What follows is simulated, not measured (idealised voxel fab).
Process module under the name voxel tone inversion
cross-section cut | 290 nm wide | cells 5 nm
For the purposes of this document, a cross-section shall be understood as a grid of square cells, specified as bands listed in top-to-bottom order, each band consisting of one or more rows of cells. Band entry format. Leading values: height of top, height of bottom, nm. Remainder: materials in left-to-right order, each with its width in nm. Special words: "throughout" on a single material, which then fills the band edge to edge; "blank", empty space. Height is counted from the level 0, under which the received wafer is composed throughout of one material. The lowest of the bands is not closed at the bottom but continues downward, in the notation "top 0, no bottom". Top row gets the first number, bottom row gets the second, and each row in between changes by the same step: that is how a band width like "30 to 40" works. Where the words "left unchanged" appear for a step, the cross-section shows no cell changed by that step; every cell remained as before. Empty spaces without an open route to the top, at least 8 cells in extent, make up the entry "Unvented internal voids"; each is given as width x height at distance, where the distance is measured from the left edge, and all are in nm. Post-settings text on a step line: simulator's own remark regarding the step. What "overlay nm" on a step's line means: if the step has a mask, that mask lay this far to the right of its planned place, or, when the value is negative, to the left.
[Planned step list for the process]
1: RECEIVE [material Si]
2: CONFORMAL_DEP [material SiCN] [thk nm 10]
3: DIRECTIONAL_DEP [material polySi] [thk nm 15]
4: PATTERN [tone cover] [mask id POSTS] [material resist] [width nm 20] [pitch nm 50] [thk nm 20] [overlay nm 0]
5: DIRECTIONAL_ETCH [etch materials polySi] [depth nm 15]
6: STRIP [etch materials resist]
7: FILL_DEP [material lowk] [thk nm 10]
8: CMP [height nm 25]
9: STRIP [etch materials polySi]
10: CONFORMAL_DEP [material TiN] [thk nm 5]
11: FILL_DEP [material W] [thk nm 10]
12: CMP [height nm 25]
13: CONFORMAL_DEP [material SiN] [thk nm 5]
[The cross-section here shows the wafer as received, i.e. in its state after step 1]
* top 0, no bottom  Si throughout
* Unvented internal voids: none
[The first of two wafers, cross-sectioned at the end of the module, with the run proceeding as planned]
* top 30, bottom 25  SiN throughout
* top 25, bottom 15  lowk 110 nm, then TiN 5 nm, then W 10 nm, then TiN 5 nm, then lowk 30 nm, then TiN 5 nm, then W 10 nm, then TiN 5 nm, then lowk 110 nm
* top 15, bottom 10  lowk 110 nm, then TiN 20 nm, then lowk 30 nm, then TiN 20 nm, then lowk 110 nm
* top 10, bottom 0  SiCN throughout
* top 0, no bottom  Si throughout
* Unvented internal voids: none
[Same start, same plan as the first wafer - but one mistake in the run. Cross-section of the second of the two at the end of the module]
* top 30, bottom 25  SiN throughout
* top 25, bottom 15  lowk 105 nm, then TiN 5 nm, then W 10 nm, then TiN 5 nm, then lowk 30 nm, then TiN 5 nm, then W 10 nm, then TiN 5 nm, then lowk 115 nm
* top 15, bottom 10  lowk 105 nm, then TiN 20 nm, then lowk 30 nm, then TiN 20 nm, then lowk 115 nm
* top 10, bottom 0  SiCN throughout
* top 0, no bottom  Si throughout
* Unvented internal voids: none
Misprocessing identified: step 4: run off-plan, actual operation and settings PATTERN [tone cover] [mask id POSTS] [material resist] [width nm 20] [pitch nm 50] [thk nm 20] [overlay nm -5]
At the end, each material covers as many cells on the second wafer as it does on the first, though the cells it covers are elsewhere.
